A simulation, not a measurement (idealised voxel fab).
You're looking at the process module voxel transistor to metal.
Cross-sectional view cut (width: 185 nm; square cell size: 5 nm).
Cross-section layout: square cells on a grid; listed as bands, top to bottom; a band spans one or more cell rows. A band entry consists of two parts. The first gives the height of the band's top and the height of its bottom, in nm. The rest lists the band's materials from left to right, each with its width in nm. A single material labelled with the word "throughout" fills the band from edge to edge, and the word "air" marks empty space. Height is counted from the level 0, under which the received wafer is composed throughout of one material. The lowest of the bands is not closed at the bottom but continues downward, in the notation "0 and below". Width "30 to 40": first value at the band's top row of cells, second value at its bottom row, equal change from row to row. "all unchanged" for a step: no cell of the cross-section changed in that step. Look at "Closed cavities" for the closed voids: empty spaces with no open path to the top, sized 8 cells or up. Each is width x height at distance, distance from the left edge, all nm. On a step's line, text after the settings is the simulator commenting on that step. When a step includes a mask, the "overlay nm" setting on its line states how far to the right of its planned place that mask lay, and negative values state how far to the left.
Plan
1: RECEIVE: material Si
2: CONFORMAL_DEP: material SiO2, thk nm 5
3: CONFORMAL_DEP: material SiN, thk nm 10
4: MASKED_ETCH: tone cover, mask id ACTIVE, width nm 110, etch materials SiN, depth nm 10, overlay nm 0
5: MASKED_ETCH: tone cover, mask id ACTIVE, width nm 110, etch materials SiO2, depth nm 5, overlay nm 0
6: MASKED_ETCH: tone cover, mask id ACTIVE, width nm 110, etch materials Si, depth nm 35, overlay nm 0
7: OXIDIZE: depth nm 5
8: FILL_DEP: material SiO2, thk nm 10
9: CMP: height nm 15
10: SELECTIVE_ETCH: etch materials SiO2, depth nm 10
11: STRIP: etch materials SiN
12: SELECTIVE_ETCH: etch materials SiO2, depth nm 5
13: OXIDIZE: depth nm 5
14: DIRECTIONAL_DEP: material polySi, thk nm 30
15: DIRECTIONAL_DEP: material SiCN, thk nm 10
16: MASKED_ETCH: tone cover, mask id GATE, width nm 30, etch materials SiCN, depth nm 20, overlay nm 0
17: MASKED_ETCH: tone cover, mask id GATE, width nm 30, etch materials polySi, depth nm 40, overlay nm 0
18: CONFORMAL_DEP: material SiN, thk nm 10
19: DIRECTIONAL_ETCH: etch materials SiN, depth nm 10
20: DIRECTIONAL_ETCH: etch materials SiO2, depth nm 5
21: DIRECTIONAL_ETCH: etch materials Si, depth nm 10
22: EPI: material pSi, thk nm 10
23: FILL_DEP: material SiO2, thk nm 5
24: CMP: height nm 30
25: STRIP: etch materials polySi
26: SELECTIVE_ETCH: etch materials SiO2, depth nm 5
27: CONFORMAL_DEP: material HfO2, thk nm 5
28: CONFORMAL_DEP: material TiN, thk nm 5
29: FILL_DEP: material W, thk nm 5
30: CMP: height nm 25
31: DIRECTIONAL_DEP: material SiO2, thk nm 10
32: MASKED_ETCH: tone open, mask id CONTACT, width nm 20, pitch nm 80, etch materials SiO2, depth nm 40, overlay nm 0
33: CONFORMAL_DEP: material TiN, thk nm 5
34: FILL_DEP: material Ru, thk nm 5
35: CMP: height nm 35
36: DIRECTIONAL_DEP: material TiN, thk nm 5
37: DIRECTIONAL_DEP: material Ru, thk nm 15
38: PATTERN: tone cover, mask id METAL_1, material resist, width nm 20, pitch nm 80, thk nm 15, overlay nm 0
39: DIRECTIONAL_ETCH: etch materials Ru, depth nm 15
40: DIRECTIONAL_ETCH: etch materials TiN, depth nm 5
41: STRIP: etch materials resist
42: CONFORMAL_DEP: material SiCN, thk nm 5
43: FILL_DEP: material lowk, thk nm 10
44: CMP: height nm 55
45: CONFORMAL_DEP: material SiCN, thk nm 5
46: DIRECTIONAL_DEP: material SiO2, thk nm 25
47: DIRECTIONAL_DEP: material aC, thk nm 15
48: PATTERN: tone open, mask id METAL_2_HOLES, material resist, width nm 15, pitch nm 80, thk nm 30, overlay nm 0
49: DIRECTIONAL_ETCH: etch materials aC, depth nm 15
50: STRIP: etch materials resist
51: DIRECTIONAL_ETCH: etch materials SiO2, depth nm 25
52: STRIP: etch materials aC
53: DIRECTIONAL_DEP: material aC, thk nm 10
54: PATTERN: tone open, mask id METAL_2, material resist, width nm 20, pitch nm 80, thk nm 30, overlay nm 0
55: DIRECTIONAL_ETCH: etch materials aC, depth nm 10
56: STRIP: etch materials resist
57: DIRECTIONAL_ETCH: etch materials SiO2, depth nm 15
58: DIRECTIONAL_ETCH: etch materials SiCN, depth nm 5
59: STRIP: etch materials aC
60: CONFORMAL_DEP: material TiN, thk nm 5
61: FILL_DEP: material Cu, thk nm 5
62: CMP: height nm 85
63: CONFORMAL_DEP: material SiN, thk nm 5
Account of the first of two wafers, which was processed as intended
Cross-section: wafer on arrival = after step 1
* 0 and below = Si throughout
* Closed cavities: none
The following cross-section depicts the wafer upon completion of step 2
* 5 down to 0 = SiO2 throughout
* Whatever lies below 0 is exactly as it was before.
The following cross-section depicts the wafer upon completion of step 3
* 15 down to 5 = SiN throughout
* Whatever lies below 5 is exactly as it was before.
The following cross-section depicts the wafer upon completion of step 4
* 15 down to 5 = air: 35, SiN: 110, air: 40
* Whatever lies below 5 is exactly as it was before.
The following cross-section depicts the wafer upon completion of step 5
* 15 down to 5 = air: 35, SiN: 110, air: 40
* 5 down to 0 = air: 35, SiO2: 110, air: 40
* Whatever lies below 0 is exactly as it was before.
The following cross-section depicts the wafer upon completion of step 6
* 15 down to 5 = air: 35, SiN: 110, air: 40
* 5 down to 0 = air: 35, SiO2: 110, air: 40
* 0 down to -35 = air: 35, Si: 110, air: 40
* Whatever lies below -35 is exactly as it was before.
The following cross-section depicts the wafer upon completion of step 7
* 15 down to 5 = air: 35, SiN: 110, air: 40
* 5 down to 0 = air: 35, SiO2: 110, air: 40
* 0 down to -35 = air: 35, SiO2: 5, Si: 100, SiO2: 5, air: 40
* -35 down to -40 = SiO2: 40, Si: 100, SiO2: 45
* Whatever lies below -40 is exactly as it was before.
The following cross-section depicts the wafer upon completion of step 8
* 25 down to 15 = SiO2 throughout
* 15 down to 5 = SiO2: 35, SiN: 110, SiO2: 40
* 5 down to 0 = SiO2 throughout
* 0 down to -40 = SiO2: 40, Si: 100, SiO2: 45
* Whatever lies below -40 is exactly as it was before.
The following cross-section depicts the wafer upon completion of step 9
* 15 down to 5 = SiO2: 35, SiN: 110, SiO2: 40
* Whatever lies below 5 is exactly as it was before.
The following cross-section depicts the wafer upon completion of step 10
* 15 down to 5 = air: 35, SiN: 110, air: 40
* Whatever lies below 5 is exactly as it was before.
The following cross-section depicts the wafer upon completion of step 11
* 5 down to 0 = SiO2 throughout
* Whatever lies below 0 is exactly as it was before.
The following cross-section depicts the wafer upon completion of step 12
* 0 down to -40 = SiO2: 40, Si: 100, SiO2: 45
* Whatever lies below -40 is exactly as it was before.
The following cross-section depicts the wafer upon completion of step 13
* 0 down to -5 = SiO2 throughout
* Whatever lies below -5 is exactly as it was before.
The following cross-section depicts the wafer upon completion of step 14
* 30 down to 0 = polySi throughout
* Whatever lies below 0 is exactly as it was before.
The following cross-section depicts the wafer upon completion of step 15
* 40 down to 30 = SiCN throughout
* Whatever lies below 30 is exactly as it was before.
The following cross-section depicts the wafer upon completion of step 16
* 40 down to 30 = air: 75, SiCN: 30, air: 80
* Whatever lies below 30 is exactly as it was before.
The following cross-section depicts the wafer upon completion of step 17
* 40 down to 30 = air: 75, SiCN: 30, air: 80
* 30 down to 0 = air: 75, polySi: 30, air: 80
* Whatever lies below 0 is exactly as it was before.
The following cross-section depicts the wafer upon completion of step 18
* 50 down to 40 = air: 65, SiN: 50, air: 70
* 40 down to 30 = air: 65, SiN: 10, SiCN: 30, SiN: 10, air: 70
* 30 down to 10 = air: 65, SiN: 10, polySi: 30, SiN: 10, air: 70
* 10 down to 0 = SiN: 75, polySi: 30, SiN: 80
* Whatever lies below 0 is exactly as it was before.
The following cross-section depicts the wafer upon completion of step 19
* 40 down to 30 = air: 65, SiN: 10, SiCN: 30, SiN: 10, air: 70
* 30 down to 0 = air: 65, SiN: 10, polySi: 30, SiN: 10, air: 70
* Whatever lies below 0 is exactly as it was before.
The following cross-section depicts the wafer upon completion of step 20
* 40 down to 30 = air: 65, SiN: 10, SiCN: 30, SiN: 10, air: 70
* 30 down to 0 = air: 65, SiN: 10, polySi: 30, SiN: 10, air: 70
* 0 down to -5 = air: 65, SiO2: 50, air: 70
* Whatever lies below -5 is exactly as it was before.
The following cross-section depicts the wafer upon completion of step 21
* 40 down to 30 = air: 65, SiN: 10, SiCN: 30, SiN: 10, air: 70
* 30 down to 0 = air: 65, SiN: 10, polySi: 30, SiN: 10, air: 70
* 0 down to -5 = air: 65, SiO2: 50, air: 70
* -5 down to -15 = SiO2: 40, air: 25, Si: 50, air: 25, SiO2: 45
* Whatever lies below -15 is exactly as it was before.
The following cross-section depicts the wafer upon completion of step 22
* 40 down to 30 = air: 65, SiN: 10, SiCN: 30, SiN: 10, air: 70
* 30 down to 5 = air: 65, SiN: 10, polySi: 30, SiN: 10, air: 70
* 5 down to 0 = air: 55, pSi: 10, SiN: 10, polySi: 30, SiN: 10, pSi: 10, air: 60
* 0 down to -5 = air: 55, pSi: 10, SiO2: 50, pSi: 10, air: 60
* -5 down to -15 = SiO2: 40, pSi: 25, Si: 50, pSi: 25, SiO2: 45
* Whatever lies below -15 is exactly as it was before.
The following cross-section depicts the wafer upon completion of step 23
* 45 down to 40 = SiO2 throughout
* 40 down to 30 = SiO2: 65, SiN: 10, SiCN: 30, SiN: 10, SiO2: 70
* 30 down to 5 = SiO2: 65, SiN: 10, polySi: 30, SiN: 10, SiO2: 70
* 5 down to 0 = SiO2: 55, pSi: 10, SiN: 10, polySi: 30, SiN: 10, pSi: 10, SiO2: 60
* 0 down to -5 = SiO2: 55, pSi: 10, SiO2: 50, pSi: 10, SiO2: 60
* Whatever lies below -5 is exactly as it was before.
The following cross-section depicts the wafer upon completion of step 24
* 30 down to 5 = SiO2: 65, SiN: 10, polySi: 30, SiN: 10, SiO2: 70
* Whatever lies below 5 is exactly as it was before.
The following cross-section depicts the wafer upon completion of step 25
* 30 down to 5 = SiO2: 65, SiN: 10, air: 30, SiN: 10, SiO2: 70
* 5 down to 0 = SiO2: 55, pSi: 10, SiN: 10, air: 30, SiN: 10, pSi: 10, SiO2: 60
* Whatever lies below 0 is exactly as it was before.
The following cross-section depicts the wafer upon completion of step 26
* 30 down to 25 = air: 65, SiN: 10, air: 30, SiN: 10, air: 70
* 25 down to 5 = SiO2: 65, SiN: 10, air: 30, SiN: 10, SiO2: 70
* 5 down to 0 = SiO2: 55, pSi: 10, SiN: 10, air: 30, SiN: 10, pSi: 10, SiO2: 60
* 0 down to -5 = SiO2: 55, pSi: 10, SiO2: 5, air: 40, SiO2: 5, pSi: 10, SiO2: 60
* Whatever lies below -5 is exactly as it was before.
The following cross-section depicts the wafer upon completion of step 27
* 35 down to 30 = air: 60, HfO2: 20, air: 20, HfO2: 20, air: 65
* 30 down to 25 = HfO2: 65, SiN: 10, HfO2: 5, air: 20, HfO2: 5, SiN: 10, HfO2: 70
* 25 down to 5 = SiO2: 65, SiN: 10, HfO2: 5, air: 20, HfO2: 5, SiN: 10, SiO2: 70
* 5 down to 0 = SiO2: 55, pSi: 10, SiN: 10, HfO2: 5, air: 20, HfO2: 5, SiN: 10, pSi: 10, SiO2: 60
* 0 down to -5 = SiO2: 55, pSi: 10, SiO2: 5, HfO2: 40, SiO2: 5, pSi: 10, SiO2: 60
* Whatever lies below -5 is exactly as it was before.
The following cross-section depicts the wafer upon completion of step 28
* 40 down to 35 = air: 55, TiN: 30, air: 10, TiN: 30, air: 60
* 35 down to 30 = TiN: 60, HfO2: 20, TiN: 5, air: 10, TiN: 5, HfO2: 20, TiN: 65
* 30 down to 25 = HfO2: 65, SiN: 10, HfO2: 5, TiN: 5, air: 10, TiN: 5, HfO2: 5, SiN: 10, HfO2: 70
* 25 down to 5 = SiO2: 65, SiN: 10, HfO2: 5, TiN: 5, air: 10, TiN: 5, HfO2: 5, SiN: 10, SiO2: 70
* 5 down to 0 = SiO2: 55, pSi: 10, SiN: 10, HfO2: 5, TiN: 20, HfO2: 5, SiN: 10, pSi: 10, SiO2: 60
* Whatever lies below 0 is exactly as it was before.
The following cross-section depicts the wafer upon completion of step 29
* 45 down to 40 = W throughout
* 40 down to 35 = W: 55, TiN: 30, W: 10, TiN: 30, W: 60
* 35 down to 30 = TiN: 60, HfO2: 20, TiN: 5, W: 10, TiN: 5, HfO2: 20, TiN: 65
* 30 down to 25 = HfO2: 65, SiN: 10, HfO2: 5, TiN: 5, W: 10, TiN: 5, HfO2: 5, SiN: 10, HfO2: 70
* 25 down to 5 = SiO2: 65, SiN: 10, HfO2: 5, TiN: 5, W: 10, TiN: 5, HfO2: 5, SiN: 10, SiO2: 70
* Whatever lies below 5 is exactly as it was before.
The following cross-section depicts the wafer upon completion of step 30
* 25 down to 5 = SiO2: 65, SiN: 10, HfO2: 5, TiN: 5, W: 10, TiN: 5, HfO2: 5, SiN: 10, SiO2: 70
* Whatever lies below 5 is exactly as it was before.
The following cross-section depicts the wafer upon completion of step 31
* 35 down to 25 = SiO2 throughout
* Whatever lies below 25 is exactly as it was before.
The following cross-section depicts the wafer upon completion of step 32
* 35 down to 25 = SiO2: 40, air: 20, SiO2: 60, air: 20, SiO2: 45
* 25 down to 5 = SiO2: 40, air: 20, SiO2: 5, SiN: 10, HfO2: 5, TiN: 5, W: 10, TiN: 5, HfO2: 5, SiN: 10, SiO2: 5, air: 20, SiO2: 45
* 5 down to 0 = SiO2: 40, air: 15, pSi: 10, SiN: 10, HfO2: 5, TiN: 20, HfO2: 5, SiN: 10, pSi: 10, air: 15, SiO2: 45
* 0 down to -5 = SiO2: 40, air: 15, pSi: 10, SiO2: 5, HfO2: 40, SiO2: 5, pSi: 10, air: 15, SiO2: 45
* Whatever lies below -5 is exactly as it was before.
The following cross-section depicts the wafer upon completion of step 33
* 40 down to 35 = TiN: 45, air: 10, TiN: 70, air: 10, TiN: 50
* 35 down to 25 = SiO2: 40, TiN: 5, air: 10, TiN: 5, SiO2: 60, TiN: 5, air: 10, TiN: 5, SiO2: 45
* 25 down to 10 = SiO2: 40, TiN: 5, air: 10, TiN: 5, SiO2: 5, SiN: 10, HfO2: 5, TiN: 5, W: 10, TiN: 5, HfO2: 5, SiN: 10, SiO2: 5, TiN: 5, air: 10, TiN: 5, SiO2: 45
* 10 down to 5 = SiO2: 40, TiN: 5, air: 5, TiN: 10, SiO2: 5, SiN: 10, HfO2: 5, TiN: 5, W: 10, TiN: 5, HfO2: 5, SiN: 10, SiO2: 5, TiN: 10, air: 5, TiN: 5, SiO2: 45
* 5 down to 0 = SiO2: 40, TiN: 5, air: 5, TiN: 5, pSi: 10, SiN: 10, HfO2: 5, TiN: 20, HfO2: 5, SiN: 10, pSi: 10, TiN: 5, air: 5, TiN: 5, SiO2: 45
* 0 down to -5 = SiO2: 40, TiN: 15, pSi: 10, SiO2: 5, HfO2: 40, SiO2: 5, pSi: 10, TiN: 15, SiO2: 45
* Whatever lies below -5 is exactly as it was before.
The following cross-section depicts the wafer upon completion of step 34
* 45 down to 40 = Ru throughout
* 40 down to 35 = TiN: 45, Ru: 10, TiN: 70, Ru: 10, TiN: 50
* 35 down to 25 = SiO2: 40, TiN: 5, Ru: 10, TiN: 5, SiO2: 60, TiN: 5, Ru: 10, TiN: 5, SiO2: 45
* 25 down to 10 = SiO2: 40, TiN: 5, Ru: 10, TiN: 5, SiO2: 5, SiN: 10, HfO2: 5, TiN: 5, W: 10, TiN: 5, HfO2: 5, SiN: 10, SiO2: 5, TiN: 5, Ru: 10, TiN: 5, SiO2: 45
* 10 down to 5 = SiO2: 40, TiN: 5, Ru: 5, TiN: 10, SiO2: 5, SiN: 10, HfO2: 5, TiN: 5, W: 10, TiN: 5, HfO2: 5, SiN: 10, SiO2: 5, TiN: 10, Ru: 5, TiN: 5, SiO2: 45
* 5 down to 0 = SiO2: 40, TiN: 5, Ru: 5, TiN: 5, pSi: 10, SiN: 10, HfO2: 5, TiN: 20, HfO2: 5, SiN: 10, pSi: 10, TiN: 5, Ru: 5, TiN: 5, SiO2: 45
* Whatever lies below 0 is exactly as it was before.
The following cross-section depicts the wafer upon completion of step 35
* 35 down to 25 = SiO2: 40, TiN: 5, Ru: 10, TiN: 5, SiO2: 60, TiN: 5, Ru: 10, TiN: 5, SiO2: 45
* Whatever lies below 25 is exactly as it was before.
The following cross-section depicts the wafer upon completion of step 36
* 40 down to 35 = TiN throughout
* Whatever lies below 35 is exactly as it was before.
The following cross-section depicts the wafer upon completion of step 37
* 55 down to 40 = Ru throughout
* Whatever lies below 40 is exactly as it was before.
The following cross-section depicts the wafer upon completion of step 38
* 70 down to 55 = air: 40, resist: 20, air: 60, resist: 20, air: 45
* Whatever lies below 55 is exactly as it was before.
The following cross-section depicts the wafer upon completion of step 39
* 70 down to 55 = air: 40, resist: 20, air: 60, resist: 20, air: 45
* 55 down to 40 = air: 40, Ru: 20, air: 60, Ru: 20, air: 45
* Whatever lies below 40 is exactly as it was before.
The following cross-section depicts the wafer upon completion of step 40
* 70 down to 55 = air: 40, resist: 20, air: 60, resist: 20, air: 45
* 55 down to 40 = air: 40, Ru: 20, air: 60, Ru: 20, air: 45
* 40 down to 35 = air: 40, TiN: 20, air: 60, TiN: 20, air: 45
* Whatever lies below 35 is exactly as it was before.
The following cross-section depicts the wafer upon completion of step 41
* 55 down to 40 = air: 40, Ru: 20, air: 60, Ru: 20, air: 45
* Whatever lies below 40 is exactly as it was before.
The following cross-section depicts the wafer upon completion of step 42
* 60 down to 55 = air: 35, SiCN: 30, air: 50, SiCN: 30, air: 40
* 55 down to 40 = air: 35, SiCN: 5, Ru: 20, SiCN: 5, air: 50, SiCN: 5, Ru: 20, SiCN: 5, air: 40
* 40 down to 35 = SiCN: 40, TiN: 20, SiCN: 60, TiN: 20, SiCN: 45
* Whatever lies below 35 is exactly as it was before.
The following cross-section depicts the wafer upon completion of step 43
* 70 down to 60 = lowk throughout
* 60 down to 55 = lowk: 35, SiCN: 30, lowk: 50, SiCN: 30, lowk: 40
* 55 down to 40 = lowk: 35, SiCN: 5, Ru: 20, SiCN: 5, lowk: 50, SiCN: 5, Ru: 20, SiCN: 5, lowk: 40
* Whatever lies below 40 is exactly as it was before.
The following cross-section depicts the wafer upon completion of step 44
* 55 down to 40 = lowk: 35, SiCN: 5, Ru: 20, SiCN: 5, lowk: 50, SiCN: 5, Ru: 20, SiCN: 5, lowk: 40
* Whatever lies below 40 is exactly as it was before.
The following cross-section depicts the wafer upon completion of step 45
* 60 down to 55 = SiCN throughout
* Whatever lies below 55 is exactly as it was before.
The following cross-section depicts the wafer upon completion of step 46
* 85 down to 60 = SiO2 throughout
* Whatever lies below 60 is exactly as it was before.
The following cross-section depicts the wafer upon completion of step 47
* 100 down to 85 = aC throughout
* Whatever lies below 85 is exactly as it was before.
The following cross-section depicts the wafer upon completion of step 48
* 130 down to 100 = resist: 40, air: 15, resist: 65, air: 15, resist: 50
* Whatever lies below 100 is exactly as it was before.
The following cross-section depicts the wafer upon completion of step 49
* 115 down to 100 = resist: 40, air: 15, resist: 65, air: 15, resist: 50
* 100 down to 85 = aC: 40, air: 15, aC: 65, air: 15, aC: 50
* Whatever lies below 85 is exactly as it was before.
The following cross-section depicts the wafer upon completion of step 50
* 100 down to 85 = aC: 40, air: 15, aC: 65, air: 15, aC: 50
* Whatever lies below 85 is exactly as it was before.
The following cross-section depicts the wafer upon completion of step 51
* 100 down to 85 = aC: 40, air: 15, aC: 65, air: 15, aC: 50
* 85 down to 60 = SiO2: 40, air: 15, SiO2: 65, air: 15, SiO2: 50
* Whatever lies below 60 is exactly as it was before.
The following cross-section depicts the wafer upon completion of step 52
* 85 down to 60 = SiO2: 40, air: 15, SiO2: 65, air: 15, SiO2: 50
* Whatever lies below 60 is exactly as it was before.
The following cross-section depicts the wafer upon completion of step 53
* 95 down to 85 = aC: 40, air: 15, aC: 65, air: 15, aC: 50
* 85 down to 70 = SiO2: 40, air: 15, SiO2: 65, air: 15, SiO2: 50
* 70 down to 60 = SiO2: 40, aC: 15, SiO2: 65, aC: 15, SiO2: 50
* Whatever lies below 60 is exactly as it was before.
The following cross-section depicts the wafer upon completion of step 54
* 125 down to 95 = resist: 40, air: 20, resist: 60, air: 20, resist: 45
* Whatever lies below 95 is exactly as it was before.
The following cross-section depicts the wafer upon completion of step 55
* 115 down to 95 = resist: 40, air: 20, resist: 60, air: 20, resist: 45
* 95 down to 85 = aC: 40, air: 20, aC: 60, air: 20, aC: 45
* 85 down to 60 = SiO2: 40, air: 15, SiO2: 65, air: 15, SiO2: 50
* Whatever lies below 60 is exactly as it was before.
The following cross-section depicts the wafer upon completion of step 56
* 95 down to 85 = aC: 40, air: 20, aC: 60, air: 20, aC: 45
* Whatever lies below 85 is exactly as it was before.
The following cross-section depicts the wafer upon completion of step 57
* 95 down to 85 = aC: 40, air: 20, aC: 60, air: 20, aC: 45
* 85 down to 70 = SiO2: 40, air: 20, SiO2: 60, air: 20, SiO2: 45
* Whatever lies below 70 is exactly as it was before.
The following cross-section depicts the wafer upon completion of step 58
* 95 down to 85 = aC: 40, air: 20, aC: 60, air: 20, aC: 45
* 85 down to 70 = SiO2: 40, air: 20, SiO2: 60, air: 20, SiO2: 45
* 70 down to 60 = SiO2: 40, air: 15, SiO2: 65, air: 15, SiO2: 50
* 60 down to 55 = SiCN: 40, air: 15, SiCN: 65, air: 15, SiCN: 50
* Whatever lies below 55 is exactly as it was before.
The following cross-section depicts the wafer upon completion of step 59
* 85 down to 70 = SiO2: 40, air: 20, SiO2: 60, air: 20, SiO2: 45
* Whatever lies below 70 is exactly as it was before.
The following cross-section depicts the wafer upon completion of step 60
* 90 down to 85 = TiN: 45, air: 10, TiN: 70, air: 10, TiN: 50
* 85 down to 75 = SiO2: 40, TiN: 5, air: 10, TiN: 5, SiO2: 60, TiN: 5, air: 10, TiN: 5, SiO2: 45
* 75 down to 70 = SiO2: 40, TiN: 5, air: 5, TiN: 10, SiO2: 60, TiN: 5, air: 5, TiN: 10, SiO2: 45
* 70 down to 60 = SiO2: 40, TiN: 5, air: 5, TiN: 5, SiO2: 65, TiN: 5, air: 5, TiN: 5, SiO2: 50
* 60 down to 55 = SiCN: 40, TiN: 15, SiCN: 65, TiN: 15, SiCN: 50
* Whatever lies below 55 is exactly as it was before.
The following cross-section depicts the wafer upon completion of step 61
* 95 down to 90 = Cu throughout
* 90 down to 85 = TiN: 45, Cu: 10, TiN: 70, Cu: 10, TiN: 50
* 85 down to 75 = SiO2: 40, TiN: 5, Cu: 10, TiN: 5, SiO2: 60, TiN: 5, Cu: 10, TiN: 5, SiO2: 45
* 75 down to 70 = SiO2: 40, TiN: 5, Cu: 5, TiN: 10, SiO2: 60, TiN: 5, Cu: 5, TiN: 10, SiO2: 45
* 70 down to 60 = SiO2: 40, TiN: 5, Cu: 5, TiN: 5, SiO2: 65, TiN: 5, Cu: 5, TiN: 5, SiO2: 50
* Whatever lies below 60 is exactly as it was before.
The following cross-section depicts the wafer upon completion of step 62
* 85 down to 75 = SiO2: 40, TiN: 5, Cu: 10, TiN: 5, SiO2: 60, TiN: 5, Cu: 10, TiN: 5, SiO2: 45
* Whatever lies below 75 is exactly as it was before.
The following cross-section depicts the wafer upon completion of step 63
* 90 down to 85 = SiN throughout
* Whatever lies below 85 is exactly as it was before.
Second wafer: like start, like plan, one mistake. Through step 45 it matches the first wafer
At the planned end of step 46, the second wafer in cross-section
* 110 down to 60 = SiO2 throughout
* Whatever lies below 60 is exactly as it was before.
At the planned end of step 47, the second wafer in cross-section
* 125 down to 110 = aC throughout
* Whatever lies below 110 is exactly as it was before.
At the planned end of step 48, the second wafer in cross-section
* 155 down to 125 = resist: 40, air: 15, resist: 65, air: 15, resist: 50
* Whatever lies below 125 is exactly as it was before.
At the planned end of step 49, the second wafer in cross-section
* 140 down to 125 = resist: 40, air: 15, resist: 65, air: 15, resist: 50
* 125 down to 110 = aC: 40, air: 15, aC: 65, air: 15, aC: 50
* Whatever lies below 110 is exactly as it was before.
At the planned end of step 50, the second wafer in cross-section
* 125 down to 110 = aC: 40, air: 15, aC: 65, air: 15, aC: 50
* Whatever lies below 110 is exactly as it was before.
At the planned end of step 51, the second wafer in cross-section
* 125 down to 110 = aC: 40, air: 15, aC: 65, air: 15, aC: 50
* 110 down to 85 = SiO2: 40, air: 15, SiO2: 65, air: 15, SiO2: 50
* Whatever lies below 85 is exactly as it was before.
At the planned end of step 52, the second wafer in cross-section
* 110 down to 85 = SiO2: 40, air: 15, SiO2: 65, air: 15, SiO2: 50
* Whatever lies below 85 is exactly as it was before.
At the planned end of step 53, the second wafer in cross-section
* 120 down to 110 = aC: 40, air: 15, aC: 65, air: 15, aC: 50
* 110 down to 95 = SiO2: 40, air: 15, SiO2: 65, air: 15, SiO2: 50
* 95 down to 85 = SiO2: 40, aC: 15, SiO2: 65, aC: 15, SiO2: 50
* Whatever lies below 85 is exactly as it was before.
At the planned end of step 54, the second wafer in cross-section
* 150 down to 120 = resist: 40, air: 20, resist: 60, air: 20, resist: 45
* Whatever lies below 120 is exactly as it was before.
At the planned end of step 55, the second wafer in cross-section
* 140 down to 120 = resist: 40, air: 20, resist: 60, air: 20, resist: 45
* 120 down to 110 = aC: 40, air: 20, aC: 60, air: 20, aC: 45
* 110 down to 85 = SiO2: 40, air: 15, SiO2: 65, air: 15, SiO2: 50
* Whatever lies below 85 is exactly as it was before.
At the planned end of step 56, the second wafer in cross-section
* 120 down to 110 = aC: 40, air: 20, aC: 60, air: 20, aC: 45
* Whatever lies below 110 is exactly as it was before.
At the planned end of step 57, the second wafer in cross-section
* 120 down to 110 = aC: 40, air: 20, aC: 60, air: 20, aC: 45
* 110 down to 95 = SiO2: 40, air: 20, SiO2: 60, air: 20, SiO2: 45
* 95 down to 70 = SiO2: 40, air: 15, SiO2: 65, air: 15, SiO2: 50
* Whatever lies below 70 is exactly as it was before.
At the planned end of step 58, the second wafer in cross-section: all unchanged
At the planned end of step 59, the second wafer in cross-section
* 110 down to 95 = SiO2: 40, air: 20, SiO2: 60, air: 20, SiO2: 45
* Whatever lies below 95 is exactly as it was before.
At the planned end of step 60, the second wafer in cross-section
* 115 down to 110 = TiN: 45, air: 10, TiN: 70, air: 10, TiN: 50
* 110 down to 100 = SiO2: 40, TiN: 5, air: 10, TiN: 5, SiO2: 60, TiN: 5, air: 10, TiN: 5, SiO2: 45
* 100 down to 95 = SiO2: 40, TiN: 5, air: 5, TiN: 10, SiO2: 60, TiN: 5, air: 5, TiN: 10, SiO2: 45
* 95 down to 75 = SiO2: 40, TiN: 5, air: 5, TiN: 5, SiO2: 65, TiN: 5, air: 5, TiN: 5, SiO2: 50
* 75 down to 70 = SiO2: 40, TiN: 15, SiO2: 65, TiN: 15, SiO2: 50
* Whatever lies below 70 is exactly as it was before.
At the planned end of step 61, the second wafer in cross-section
* 120 down to 115 = Cu throughout
* 115 down to 110 = TiN: 45, Cu: 10, TiN: 70, Cu: 10, TiN: 50
* 110 down to 100 = SiO2: 40, TiN: 5, Cu: 10, TiN: 5, SiO2: 60, TiN: 5, Cu: 10, TiN: 5, SiO2: 45
* 100 down to 95 = SiO2: 40, TiN: 5, Cu: 5, TiN: 10, SiO2: 60, TiN: 5, Cu: 5, TiN: 10, SiO2: 45
* 95 down to 75 = SiO2: 40, TiN: 5, Cu: 5, TiN: 5, SiO2: 65, TiN: 5, Cu: 5, TiN: 5, SiO2: 50
* Whatever lies below 75 is exactly as it was before.
At the planned end of step 62, the second wafer in cross-section
* 85 down to 75 = SiO2: 40, TiN: 5, Cu: 5, TiN: 5, SiO2: 65, TiN: 5, Cu: 5, TiN: 5, SiO2: 50
* Whatever lies below 75 is exactly as it was before.
At the planned end of step 63, the second wafer in cross-section
* 90 down to 85 = SiN throughout
* Whatever lies below 85 is exactly as it was before.
what went wrong: plan step 46 was twice executed
Bottom line after processing is that, in cells, the second wafer is up or down on some materials versus the first: Cu -10 | SiCN +6 | SiO2 +18 | TiN -14
